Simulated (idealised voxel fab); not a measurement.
The document below concerns the process module designated voxel self aligned contacts.
The width of the displayed cross-section, cut, is 215 nm; its cells are square, with a size of 5 nm.
Cross-section layout: square cells on a grid; listed as bands, top to bottom; a band spans one or more cell rows.
Band: top and bottom heights (nm) first, top before bottom; then materials from left to right, widths in nm. "throughout" marks a sole material filling the band edge to edge. "air" denotes empty space.
Note: height 0 marks the level under which the wafer is uniformly one material as received. Lowest band unbounded below, written "from 0 down".
The expression "30->40" gives the width at the extremes of the band, the first number at its top row of cells and the second at its bottom row, with the width changing by equal amounts from each row to the next in between.
The designation "remained the same", where it is given for a processing step, indicates that no cell of the cross-section was altered in the course of that step.
"Closed void catalog": empty spaces of 8 cells or more with no open way to the top, each given as width x height at distance, distance from the left edge, all in nm.
Where a step's line continues beyond its settings, the continuation is a remark by the simulator itself on that step.
If you see "overlay nm" on a step's line and that step has a mask, it's telling you how far right of where it was planned the mask ended up; a negative number means it went left instead.
The planned process steps are enumerated hereunder:
1) op RECEIVE | material Si
2) op CONFORMAL_DEP | material SiO2 | thk nm 5
3) op DIRECTIONAL_DEP | material polySi | thk nm 20
4) op DIRECTIONAL_DEP | material SiN | thk nm 25
5) op MASKED_ETCH | tone cover | mask id GATE | width nm 25 | pitch nm 60 | etch materials SiN | depth nm 25 | overlay nm 0
6) op MASKED_ETCH | tone cover | mask id GATE | width nm 25 | pitch nm 60 | etch materials polySi | depth nm 20 | overlay nm 0
7) op CONFORMAL_DEP | material SiN | thk nm 10
8) op DIRECTIONAL_ETCH | etch materials SiN | depth nm 10
9) op FILL_DEP | material SiO2 | thk nm 10
10) op CMP | height nm 55
11) op DIRECTIONAL_DEP | material aC | thk nm 10
12) op PATTERN | tone open | mask id CONTACT | material resist | width nm 45 | thk nm 30 | overlay nm 0
13) op DIRECTIONAL_ETCH | etch materials aC | depth nm 10
14) op STRIP | etch materials resist
15) op DIRECTIONAL_ETCH | etch materials SiO2 | depth nm 55
16) op STRIP | etch materials aC
17) op CONFORMAL_DEP | material TiN | thk nm 5
18) op FILL_DEP | material Ru | thk nm 5
19) op CMP | height nm 55
20) op CONFORMAL_DEP | material SiCN | thk nm 5
The first wafer of two, processed as planned:
Cross-section of the wafer at receipt, which is the condition after step 1:
from 0 down = Si throughout
Closed void catalog: none
Sectional view: wafer, after step 2:
from 5 to 0 = SiO2 throughout
Heights below 0 show no change.
Sectional view: wafer, after step 3:
from 25 to 5 = polySi throughout
Heights below 5 show no change.
Sectional view: wafer, after step 4:
from 50 to 25 = SiN throughout
Heights below 25 show no change.
Sectional view: wafer, after step 5:
from 50 to 25 = 65 air / 25 SiN / 35 air / 25 SiN / 65 air
Heights below 25 show no change.
Sectional view: wafer, after step 6:
from 50 to 25 = 65 air / 25 SiN / 35 air / 25 SiN / 65 air
from 25 to 5 = 65 air / 25 polySi / 35 air / 25 polySi / 65 air
Heights below 5 show no change.
Sectional view: wafer, after step 7:
from 60 to 25 = 55 air / 45 SiN / 15 air / 45 SiN / 55 air
from 25 to 15 = 55 air / 10 SiN / 25 polySi / 10 SiN / 15 air / 10 SiN / 25 polySi / 10 SiN / 55 air
from 15 to 5 = 65 SiN / 25 polySi / 35 SiN / 25 polySi / 65 SiN
Heights below 5 show no change.
Sectional view: wafer, after step 8:
from 50 to 25 = 55 air / 45 SiN / 15 air / 45 SiN / 55 air
from 25 to 5 = 55 air / 10 SiN / 25 polySi / 10 SiN / 15 air / 10 SiN / 25 polySi / 10 SiN / 55 air
Heights below 5 show no change.
Sectional view: wafer, after step 9:
from 60 to 50 = SiO2 throughout
from 50 to 25 = 55 SiO2 / 45 SiN / 15 SiO2 / 45 SiN / 55 SiO2
from 25 to 5 = 55 SiO2 / 10 SiN / 25 polySi / 10 SiN / 15 SiO2 / 10 SiN / 25 polySi / 10 SiN / 55 SiO2
Heights below 5 show no change.
Sectional view: wafer, after step 10:
from 55 to 50 = SiO2 throughout
Heights below 50 show no change.
Sectional view: wafer, after step 11:
from 65 to 55 = aC throughout
Heights below 55 show no change.
Sectional view: wafer, after step 12:
from 95 to 65 = 85 resist / 45 air / 85 resist
Heights below 65 show no change.
Sectional view: wafer, after step 13:
from 85 to 65 = 85 resist / 45 air / 85 resist
from 65 to 55 = 85 aC / 45 air / 85 aC
Heights below 55 show no change.
Sectional view: wafer, after step 14:
from 65 to 55 = 85 aC / 45 air / 85 aC
Heights below 55 show no change.
Sectional view: wafer, after step 15:
from 65 to 55 = 85 aC / 45 air / 85 aC
from 55 to 50 = 85 SiO2 / 45 air / 85 SiO2
from 50 to 25 = 55 SiO2 / 45 SiN / 15 air / 45 SiN / 55 SiO2
from 25 to 5 = 55 SiO2 / 10 SiN / 25 polySi / 10 SiN / 15 air / 10 SiN / 25 polySi / 10 SiN / 55 SiO2
from 5 to 0 = 100 SiO2 / 15 air / 100 SiO2
Heights below 0 show no change.
Sectional view: wafer, after step 16:
from 55 to 50 = 85 SiO2 / 45 air / 85 SiO2
Heights below 50 show no change.
Sectional view: wafer, after step 17:
from 60 to 55 = 90 TiN / 35 air / 90 TiN
from 55 to 50 = 85 SiO2 / 20 TiN / 5 air / 20 TiN / 85 SiO2
from 50 to 25 = 55 SiO2 / 45 SiN / 5 TiN / 5 air / 5 TiN / 45 SiN / 55 SiO2
from 25 to 5 = 55 SiO2 / 10 SiN / 25 polySi / 10 SiN / 5 TiN / 5 air / 5 TiN / 10 SiN / 25 polySi / 10 SiN / 55 SiO2
from 5 to 0 = 100 SiO2 / 15 TiN / 100 SiO2
Heights below 0 show no change.
Sectional view: wafer, after step 18:
from 65 to 60 = Ru throughout
from 60 to 55 = 90 TiN / 35 Ru / 90 TiN
from 55 to 50 = 85 SiO2 / 20 TiN / 5 Ru / 20 TiN / 85 SiO2
from 50 to 25 = 55 SiO2 / 45 SiN / 5 TiN / 5 Ru / 5 TiN / 45 SiN / 55 SiO2
from 25 to 5 = 55 SiO2 / 10 SiN / 25 polySi / 10 SiN / 5 TiN / 5 Ru / 5 TiN / 10 SiN / 25 polySi / 10 SiN / 55 SiO2
Heights below 5 show no change.
Sectional view: wafer, after step 19:
from 55 to 50 = 85 SiO2 / 20 TiN / 5 Ru / 20 TiN / 85 SiO2
Heights below 50 show no change.
Sectional view: wafer, after step 20:
from 60 to 55 = SiCN throughout
Heights below 55 show no change.
The remaining wafer, second of the two, started like the first and was run to the same plan, except that one mistake was made along the way; the two coincide through step 2, inclusive:
Second wafer profile in section, at the moment step 3 of the plan was meant to be complete:
from 30 to 5 = SiN throughout
Heights below 5 show no change.
Second wafer profile in section, at the moment step 4 of the plan was meant to be complete:
from 50 to 30 = polySi throughout
Heights below 30 show no change.
Second wafer profile in section, at the moment step 5 of the plan was meant to be complete: remained the same
Second wafer profile in section, at the moment step 6 of the plan was meant to be complete:
from 50 to 30 = 65 air / 25 polySi / 35 air / 25 polySi / 65 air
Heights below 30 show no change.
Second wafer profile in section, at the moment step 7 of the plan was meant to be complete:
from 60 to 50 = 55 air / 45 SiN / 15 air / 45 SiN / 55 air
from 50 to 40 = 55 air / 10 SiN / 25 polySi / 10 SiN / 15 air / 10 SiN / 25 polySi / 10 SiN / 55 air
from 40 to 30 = 65 SiN / 25 polySi / 35 SiN / 25 polySi / 65 SiN
Heights below 30 show no change.
Second wafer profile in section, at the moment step 8 of the plan was meant to be complete:
from 50 to 30 = 55 air / 10 SiN / 25 polySi / 10 SiN / 15 air / 10 SiN / 25 polySi / 10 SiN / 55 air
Heights below 30 show no change.
Second wafer profile in section, at the moment step 9 of the plan was meant to be complete:
from 60 to 50 = SiO2 throughout
from 50 to 30 = 55 SiO2 / 10 SiN / 25 polySi / 10 SiN / 15 SiO2 / 10 SiN / 25 polySi / 10 SiN / 55 SiO2
Heights below 30 show no change.
Second wafer profile in section, at the moment step 10 of the plan was meant to be complete:
from 55 to 50 = SiO2 throughout
Heights below 50 show no change.
Second wafer profile in section, at the moment step 11 of the plan was meant to be complete:
from 65 to 55 = aC throughout
Heights below 55 show no change.
Second wafer profile in section, at the moment step 12 of the plan was meant to be complete:
from 95 to 65 = 85 resist / 45 air / 85 resist
Heights below 65 show no change.
Second wafer profile in section, at the moment step 13 of the plan was meant to be complete:
from 85 to 65 = 85 resist / 45 air / 85 resist
from 65 to 55 = 85 aC / 45 air / 85 aC
Heights below 55 show no change.
Second wafer profile in section, at the moment step 14 of the plan was meant to be complete:
from 65 to 55 = 85 aC / 45 air / 85 aC
Heights below 55 show no change.
Second wafer profile in section, at the moment step 15 of the plan was meant to be complete:
from 65 to 55 = 85 aC / 45 air / 85 aC
from 55 to 50 = 85 SiO2 / 45 air / 85 SiO2
from 50 to 30 = 55 SiO2 / 10 SiN / 25 polySi / 10 SiN / 15 air / 10 SiN / 25 polySi / 10 SiN / 55 SiO2
Heights below 30 show no change.
Second wafer profile in section, at the moment step 16 of the plan was meant to be complete:
from 55 to 50 = 85 SiO2 / 45 air / 85 SiO2
Heights below 50 show no change.
Second wafer profile in section, at the moment step 17 of the plan was meant to be complete:
from 60 to 55 = 90 TiN / 35 air / 90 TiN
from 55 to 50 = 85 SiO2 / 20 TiN / 5 air / 20 TiN / 85 SiO2
from 50 to 35 = 55 SiO2 / 10 SiN / 25 polySi / 10 SiN / 5 TiN / 5 air / 5 TiN / 10 SiN / 25 polySi / 10 SiN / 55 SiO2
from 35 to 30 = 55 SiO2 / 10 SiN / 25 polySi / 10 SiN / 15 TiN / 10 SiN / 25 polySi / 10 SiN / 55 SiO2
Heights below 30 show no change.
Second wafer profile in section, at the moment step 18 of the plan was meant to be complete:
from 65 to 60 = Ru throughout
from 60 to 55 = 90 TiN / 35 Ru / 90 TiN
from 55 to 50 = 85 SiO2 / 20 TiN / 5 Ru / 20 TiN / 85 SiO2
from 50 to 35 = 55 SiO2 / 10 SiN / 25 polySi / 10 SiN / 5 TiN / 5 Ru / 5 TiN / 10 SiN / 25 polySi / 10 SiN / 55 SiO2
Heights below 35 show no change.
Second wafer profile in section, at the moment step 19 of the plan was meant to be complete:
from 55 to 50 = 85 SiO2 / 20 TiN / 5 Ru / 20 TiN / 85 SiO2
Heights below 50 show no change.
Second wafer profile in section, at the moment step 20 of the plan was meant to be complete:
from 60 to 55 = SiCN throughout
Heights below 55 show no change.
Processing error: steps 3 and 4 were swapped
at the end the second wafer has, in cells: Ru: 6 fewer | SiN: 125 more | SiO2: 107 fewer | TiN: 12 fewer
